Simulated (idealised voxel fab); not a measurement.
The process module presented herein is designated voxel wiring stack.
The figure presents cross-section cut, which has a width of 290 nm and is divided into square cells with an edge length of 5 nm.
In what follows, cross-sections appear as grids of square cells, described through bands that run from the top down, where every band is one or more rows of cells. In this notation a band is specified by the heights of its top and bottom, in that order and in nm, after which its materials appear from left to right, each paired with its width in nm. The word "throughout" attached to a single material means that material fills the band from edge to edge; the word "air" stands for empty space. For the purposes of this specification, 0 denotes the height below which the wafer in its as-received condition is composed wholly of one material, and the lowermost band, lacking a lower limit, extends downward without end, as expressed in "0..down". A width such as "30->40" changes by the same amount from each row of cells to the next, from the band's top row to its bottom row. Reading "same as before" for a step: not a cell of the cross-section changed in it. In "Completely enclosed voids" the enclosed voids are listed, meaning empty spaces of 8 cells or larger without any opening to the top. The form is width x height at distance, distance from the left edge, units nm. Note: text after step settings on the step line = simulator remark on that step. The setting "overlay nm" may be written on the line of a step. When the step uses a mask, the value reports how far to the right of the planned place the mask lay, and a negative value reports that it lay to the left.

The following list gives the planned process steps
| 1 | RECEIVE (material Si) |
| 2 | CONFORMAL_DEP (material SiO2; thk nm 15) |
| 3 | CONFORMAL_DEP (material SiN; thk nm 5) |
| 4 | DIRECTIONAL_DEP (material SiO2; thk nm 15) |
| 5 | PATTERN (tone open; mask id METAL_1; material resist; width nm 20; pitch nm 50; thk nm 20; overlay nm -15) |
| 6 | DIRECTIONAL_ETCH (etch materials SiO2; depth nm 15) |
| 7 | DIRECTIONAL_ETCH (etch materials SiN; depth nm 5) |
| 8 | STRIP (etch materials resist) |
| 9 | CONFORMAL_DEP (material TiN; thk nm 5) |
| 10 | FILL_DEP (material Cu; thk nm 5) |
| 11 | CMP (height nm 35) |
| 12 | CONFORMAL_DEP (material SiCN; thk nm 5) |
| 13 | DIRECTIONAL_DEP (material SiO2; thk nm 25) |
| 14 | DIRECTIONAL_DEP (material aC; thk nm 15) |
| 15 | PATTERN (tone open; mask id METAL_2_HOLES; material resist; width nm 15; pitch nm 100; thk nm 35; overlay nm 0) |
| 16 | DIRECTIONAL_ETCH (etch materials aC; depth nm 15) |
| 17 | STRIP (etch materials resist) |
| 18 | DIRECTIONAL_ETCH (etch materials SiO2; depth nm 25) |
| 19 | STRIP (etch materials aC) |
| 20 | PATTERN (tone open; mask id METAL_2; material resist; width nm 20; pitch nm 50; thk nm 15; overlay nm 0) |
| 21 | DIRECTIONAL_ETCH (etch materials SiO2; depth nm 15) |
| 22 | DIRECTIONAL_ETCH (etch materials SiCN; depth nm 5) |
| 23 | STRIP (etch materials resist) |
| 24 | CONFORMAL_DEP (material TiN; thk nm 5) |
| 25 | FILL_DEP (material Ru; thk nm 10) |
| 26 | CMP (height nm 65) |
| 27 | CONFORMAL_DEP (material SiCN; thk nm 5) |
| 28 | DIRECTIONAL_DEP (material lowk; thk nm 30) |
| 29 | PATTERN (tone open; mask id METAL_3_HOLES; material resist; width nm 15; pitch nm 100; thk nm 20; overlay nm 0) |
| 30 | DIRECTIONAL_ETCH (etch materials lowk; depth nm 30) |
| 31 | STRIP (etch materials resist) |
| 32 | MASKED_ETCH (tone open; mask id METAL_3; width nm 20; pitch nm 50; etch materials lowk; depth nm 20; overlay nm 0) |
| 33 | MASKED_ETCH (tone open; mask id METAL_3; width nm 20; pitch nm 50; etch materials SiCN; depth nm 5; overlay nm 0) |
| 34 | CONFORMAL_DEP (material TiN; thk nm 5) |
| 35 | FILL_DEP (material Ru; thk nm 10) |
| 36 | CMP (height nm 100) |
| 37 | CONFORMAL_DEP (material SiCN; thk nm 5) |
| 38 | DIRECTIONAL_DEP (material lowk; thk nm 10) |
| 39 | MASKED_ETCH (tone open; mask id PLUG_3; width nm 15; pitch nm 50; etch materials lowk; depth nm 10; overlay nm 0) |
| 40 | MASKED_ETCH (tone open; mask id PLUG_3; width nm 15; pitch nm 50; etch materials SiCN; depth nm 5; overlay nm 0) |
| 41 | EPI (material Ru; thk nm 10) |
| 42 | EPI (material Ru; thk nm 5) |
| 43 | CONFORMAL_DEP (material SiN; thk nm 5) |
| 44 | DIRECTIONAL_DEP (material lowk; thk nm 15) |
| 45 | DIRECTIONAL_DEP (material aC; thk nm 15) |
| 46 | PATTERN (tone open; mask id METAL_4; material resist; width nm 20; pitch nm 50; thk nm 35; overlay nm 0) |
| 47 | DIRECTIONAL_ETCH (etch materials aC; depth nm 15) |
| 48 | STRIP (etch materials resist) |
| 49 | DIRECTIONAL_ETCH (etch materials lowk; depth nm 15) |
| 50 | DIRECTIONAL_ETCH (etch materials SiN; depth nm 5) |
| 51 | STRIP (etch materials aC) |
| 52 | CONFORMAL_DEP (material TiN; thk nm 5) |
| 53 | FILL_DEP (material Ru; thk nm 5) |
| 54 | CMP (height nm 135) |
| 55 | EPI (material Ru; thk nm 5) |
| 56 | FILL_DEP (material SiCN; thk nm 5) |
Wafer-to-wafer difference: overlay nm, step 5. Common start. Plan = first wafer's value.

The first of several wafers, as received after step 1, seen in section
> 0..down = Si throughout
> Completely enclosed voids: none

Cross-section after step 56, the final step of the module, for the first of several wafers
> 145..140 = SiCN throughout
> 140..135 = 80 of SiCN, 30 of Ru, 20 of SiCN, 30 of Ru, 20 of SiCN, 30 of Ru, 80 of SiCN
> 135..120 = 85 of lowk, 5 of TiN, 10 of Ru, 5 of TiN, 30 of lowk, 5 of TiN, 10 of Ru, 5 of TiN, 30 of lowk, 5 of TiN, 10 of Ru, 5 of TiN, 85 of lowk
> 120..115 = 85 of SiN, 20 of TiN, 30 of SiN, 20 of TiN, 30 of SiN, 20 of TiN, 85 of SiN
> 115..105 = 85 of lowk, 15 of Ru, 35 of lowk, 15 of Ru, 35 of lowk, 15 of Ru, 90 of lowk
> 105..100 = 85 of SiCN, 15 of Ru, 35 of SiCN, 15 of Ru, 35 of SiCN, 15 of Ru, 90 of SiCN
> 100..85 = 85 of lowk, 5 of TiN, 10 of Ru, 5 of TiN, 30 of lowk, 5 of TiN, 10 of Ru, 5 of TiN, 30 of lowk, 5 of TiN, 10 of Ru, 5 of TiN, 85 of lowk
> 85..80 = 85 of lowk, 5 of TiN, 5 of Ru, 10 of TiN, 30 of lowk, 20 of TiN, 30 of lowk, 5 of TiN, 5 of Ru, 10 of TiN, 85 of lowk
> 80..70 = 85 of lowk, 5 of TiN, 5 of Ru, 5 of TiN, 85 of lowk, 5 of TiN, 5 of Ru, 5 of TiN, 90 of lowk
> 70..65 = 85 of SiCN, 15 of TiN, 85 of SiCN, 15 of TiN, 90 of SiCN
> 65..55 = 85 of SiO2, 5 of TiN, 10 of Ru, 5 of TiN, 30 of SiO2, 5 of TiN, 10 of Ru, 5 of TiN, 30 of SiO2, 5 of TiN, 10 of Ru, 5 of TiN, 85 of SiO2
> 55..50 = 85 of SiO2, 5 of TiN, 5 of Ru, 10 of TiN, 30 of SiO2, 20 of TiN, 30 of SiO2, 5 of TiN, 5 of Ru, 10 of TiN, 85 of SiO2
> 50..40 = 85 of SiO2, 5 of TiN, 5 of Ru, 5 of TiN, 85 of SiO2, 5 of TiN, 5 of Ru, 5 of TiN, 90 of SiO2
> 40..35 = 85 of SiCN, 15 of TiN, 85 of SiCN, 15 of TiN, 90 of SiCN
> 35..20 = 70 of SiO2, 5 of TiN, 10 of Cu, 5 of TiN, 30 of SiO2, 5 of TiN, 10 of Cu, 5 of TiN, 30 of SiO2, 5 of TiN, 10 of Cu, 5 of TiN, 100 of SiO2
> 20..15 = 70 of SiN, 20 of TiN, 30 of SiN, 20 of TiN, 30 of SiN, 20 of TiN, 100 of SiN
> 15..0 = SiO2 throughout
> 0..down = Si throughout
> Completely enclosed voids: none

Last wafer at the end
> 145..140 = SiCN throughout
> 140..135 = 80 of SiCN, 30 of Ru, 20 of SiCN, 30 of Ru, 20 of SiCN, 30 of Ru, 80 of SiCN
> 135..120 = 85 of lowk, 5 of TiN, 10 of Ru, 5 of TiN, 30 of lowk, 5 of TiN, 10 of Ru, 5 of TiN, 30 of lowk, 5 of TiN, 10 of Ru, 5 of TiN, 85 of lowk
> 120..115 = 85 of SiN, 20 of TiN, 30 of SiN, 20 of TiN, 30 of SiN, 20 of TiN, 85 of SiN
> 115..105 = 85 of lowk, 15 of Ru, 35 of lowk, 15 of Ru, 35 of lowk, 15 of Ru, 90 of lowk
> 105..100 = 85 of SiCN, 15 of Ru, 35 of SiCN, 15 of Ru, 35 of SiCN, 15 of Ru, 90 of SiCN
> 100..85 = 85 of lowk, 5 of TiN, 10 of Ru, 5 of TiN, 30 of lowk, 5 of TiN, 10 of Ru, 5 of TiN, 30 of lowk, 5 of TiN, 10 of Ru, 5 of TiN, 85 of lowk
> 85..80 = 85 of lowk, 5 of TiN, 5 of Ru, 10 of TiN, 30 of lowk, 20 of TiN, 30 of lowk, 5 of TiN, 5 of Ru, 10 of TiN, 85 of lowk
> 80..70 = 85 of lowk, 5 of TiN, 5 of Ru, 5 of TiN, 85 of lowk, 5 of TiN, 5 of Ru, 5 of TiN, 90 of lowk
> 70..65 = 85 of SiCN, 15 of TiN, 85 of SiCN, 15 of TiN, 90 of SiCN
> 65..55 = 85 of SiO2, 5 of TiN, 10 of Ru, 5 of TiN, 30 of SiO2, 5 of TiN, 10 of Ru, 5 of TiN, 30 of SiO2, 5 of TiN, 10 of Ru, 5 of TiN, 85 of SiO2
> 55..50 = 85 of SiO2, 5 of TiN, 5 of Ru, 10 of TiN, 30 of SiO2, 20 of TiN, 30 of SiO2, 5 of TiN, 5 of Ru, 10 of TiN, 85 of SiO2
> 50..40 = 85 of SiO2, 5 of TiN, 5 of Ru, 5 of TiN, 85 of SiO2, 5 of TiN, 5 of Ru, 5 of TiN, 90 of SiO2
> 40..35 = 85 of SiCN, 15 of TiN, 85 of SiCN, 15 of TiN, 90 of SiCN
> 35..20 = 100 of SiO2, 5 of TiN, 10 of Cu, 5 of TiN, 30 of SiO2, 5 of TiN, 10 of Cu, 5 of TiN, 30 of SiO2, 5 of TiN, 10 of Cu, 5 of TiN, 70 of SiO2
> 20..15 = 100 of SiN, 20 of TiN, 30 of SiN, 20 of TiN, 30 of SiN, 20 of TiN, 70 of SiN
> 15..0 = SiO2 throughout
> 0..down = Si throughout
> Completely enclosed voids: none

Quick key for the table: a row per wafer, taken at the end of the module. For each material it tells you how many cells the wafer gained (+) or lost (-) since it came in, and the closed voids come after
overlay nm -15, +18 Cu, +105 Ru, +251 SiCN, +92 SiN, +554 SiO2, +138 TiN, +524 lowk, Completely enclosed voids: none
overlay nm -10, +18 Cu, +105 Ru, +251 SiCN, +92 SiN, +554 SiO2, +138 TiN, +524 lowk, Completely enclosed voids: none
overlay nm -5, +18 Cu, +105 Ru, +251 SiCN, +92 SiN, +554 SiO2, +138 TiN, +524 lowk, Completely enclosed voids: none
overlay nm 0, +18 Cu, +105 Ru, +251 SiCN, +92 SiN, +554 SiO2, +138 TiN, +524 lowk, Completely enclosed voids: none
overlay nm 5, +18 Cu, +105 Ru, +251 SiCN, +92 SiN, +554 SiO2, +138 TiN, +524 lowk, Completely enclosed voids: none
overlay nm 10, +18 Cu, +105 Ru, +251 SiCN, +92 SiN, +554 SiO2, +138 TiN, +524 lowk, Completely enclosed voids: none
overlay nm 15, +18 Cu, +105 Ru, +251 SiCN, +92 SiN, +554 SiO2, +138 TiN, +524 lowk, Completely enclosed voids: none
